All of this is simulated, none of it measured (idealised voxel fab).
A process module follows: voxel gate over fins.
Cross-sectional view cut (width: 255 nm; square cell size: 5 nm).
Cross-section layout: square cells on a grid; listed as bands, top to bottom; a band spans one or more cell rows. Top height, bottom height, nm. Materials left to right, width each, nm. Single material + "everywhere" = fills band edge to edge. "blank" = empty. The level at which height equals 0 is the one under which the wafer, as it arrives, is entirely one material. No lower edge exists for the bottom band, which continues downward and is notated as in "0 nm and below". The expression "30..40" gives the width at the extremes of the band, the first number at its top row of cells and the second at its bottom row, with the width changing by equal amounts from each row to the next in between. Given "no change" for a step, no cell of the cross-section differs between before and after that step. "Voids, sealed" specifies each empty space that is not open to the top and that occupies no fewer than 8 cells, using the form width x height at distance, the distance measured from the left edge and all three quantities in nm. On each step's line, the part that comes after the settings is the simulator's own comment on the step. The optional step-line setting "overlay nm" applies to steps with a mask and quantifies how far to the right of its planned location the mask lay, a negative value indicating leftward placement.

The steps planned for the process are as follows:
1 RECEIVE [material Si]
2 CONFORMAL_DEP [material SiN] [thk nm 10]
3 PATTERN [tone cover] [mask id FINS] [material resist] [width nm 15] [pitch nm 35] [thk nm 15] [overlay nm -15]
4 DIRECTIONAL_ETCH [etch materials SiN] [depth nm 10]
5 DIRECTIONAL_ETCH [etch materials Si] [depth nm 30]
6 STRIP [etch materials resist]
7 OXIDIZE [depth nm 5]
8 FILL_DEP [material SiO2] [thk nm 10]
9 CMP [height nm 10]
10 SELECTIVE_ETCH [etch materials SiO2] [depth nm 20]
11 STRIP [etch materials SiN]
12 CONFORMAL_DEP [material HfO2] [thk nm 5]
13 CONFORMAL_DEP [material TiN] [thk nm 5]
14 FILL_DEP [material W] [thk nm 10]
15 CMP [height nm 15]
16 CONFORMAL_DEP [material SiCN] [thk nm 5]
Wafer-to-wafer difference: overlay nm, step 3. Common start. Plan = first wafer's value.

So this is the first of several wafers, cross-sectioned as it came to us, meaning it's at the end of step 1:
    0 nm and below  Si everywhere
    Voids, sealed: none

Per wafer (row), end of module: delta in cells per material since receipt, (+) for gained, (-) for lost; closed voids after that:
overlay nm -15, +63 HfO2, -336 Si, +51 SiCN, +240 SiO2, +63 TiN, +123 W, Voids, sealed: none
overlay nm -10, +63 HfO2, -336 Si, +51 SiCN, +240 SiO2, +63 TiN, +123 W, Voids, sealed: none
overlay nm -5, +63 HfO2, -336 Si, +51 SiCN, +240 SiO2, +63 TiN, +123 W, Voids, sealed: none
overlay nm 0, +63 HfO2, -336 Si, +51 SiCN, +240 SiO2, +63 TiN, +123 W, Voids, sealed: none
overlay nm 5, +63 HfO2, -336 Si, +51 SiCN, +240 SiO2, +63 TiN, +123 W, Voids, sealed: none
overlay nm 10, +63 HfO2, -336 Si, +51 SiCN, +240 SiO2, +63 TiN, +123 W, Voids, sealed: none
overlay nm 15, +63 HfO2, -336 Si, +51 SiCN, +240 SiO2, +63 TiN, +123 W, Voids, sealed: none
